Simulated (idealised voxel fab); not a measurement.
process module | voxel self aligned contacts
cross-section cut | 255 nm wide | cells 5 nm
A cross-section is a grid of square cells, given in bands from the top down. A band is one or more rows of cells.
Each band's line starts with the height of the band's top and of its bottom, in nm. Then come its materials from left to right, each with its width in nm. One material with "throughout" fills the band from edge to edge. "air" is empty space.
Height 0 is the level under which the wafer as received is all one material. The lowest band goes on downwards, as in "0 down".
A width such as "30 to 40" changes by the same amount from each row of cells to the next, from the band's top row to its bottom row.
"no change" after a step means that no cell of the cross-section changed.
closed voids: empty space of 8 cells or more with no open way to the top, each as width x height at its distance from the left edge, in nm
after a step's settings: what the simulator itself notes on the step
overlay nm, on a step with a mask: how far to the right of its planned place the mask lay; to the left if negative
plan
1 op RECEIVE | material Si
2 op OXIDIZE | depth nm 5
3 op DIRECTIONAL_DEP | material polySi | thk nm 20
4 op DIRECTIONAL_DEP | material SiN | thk nm 25
5 op DIRECTIONAL_DEP | material aC | thk nm 10
6 op PATTERN | tone cover | mask id GATE | material resist | width nm 30 | pitch nm 65 | thk nm 25 | overlay nm 0
7 op DIRECTIONAL_ETCH | etch materials aC | depth nm 10
8 op STRIP | etch materials resist
9 op DIRECTIONAL_ETCH | etch materials SiN | depth nm 25
10 op DIRECTIONAL_ETCH | etch materials polySi | depth nm 20
11 op STRIP | etch materials aC
12 op CONFORMAL_DEP | material SiN | thk nm 10
13 op DIRECTIONAL_ETCH | etch materials SiN | depth nm 10
14 op FILL_DEP | material SiO2 | thk nm 10
15 op CMP | height nm 50
16 op MASKED_ETCH | tone open | mask id CONTACT | width nm 45 | etch materials SiO2 | depth nm 55 | overlay nm 0
17 op CONFORMAL_DEP | material TiN | thk nm 5
18 op FILL_DEP | material Ru | thk nm 5
19 op CMP | height nm 50
20 op CONFORMAL_DEP | material SiCN | thk nm 5
as received, after step 1
  0 down: Si throughout
  closed voids: none
a wafer at the end: this start, this plan, one mistake
  55 to 50: SiCN throughout
  50 to 45: SiO2 105 | TiN 10 | Ru 5 | TiN 30 | SiO2 105
  45 to 20: SiO2 60 | SiN 50 | TiN 5 | Ru 5 | TiN 5 | SiN 50 | SiO2 80
  20 to 0: SiO2 60 | SiN 10 | polySi 30 | SiN 10 | TiN 5 | Ru 5 | TiN 5 | SiN 10 | polySi 30 | SiN 10 | SiO2 80
  0 to -5: SiO2 110 | TiN 15 | SiO2 130
  -5 down: Si throughout
  closed voids: none
what went wrong: step 6 ran as: op PATTERN | tone cover | mask id GATE | material resist | width nm 30 | pitch nm 65 | thk nm 25 | overlay nm -10
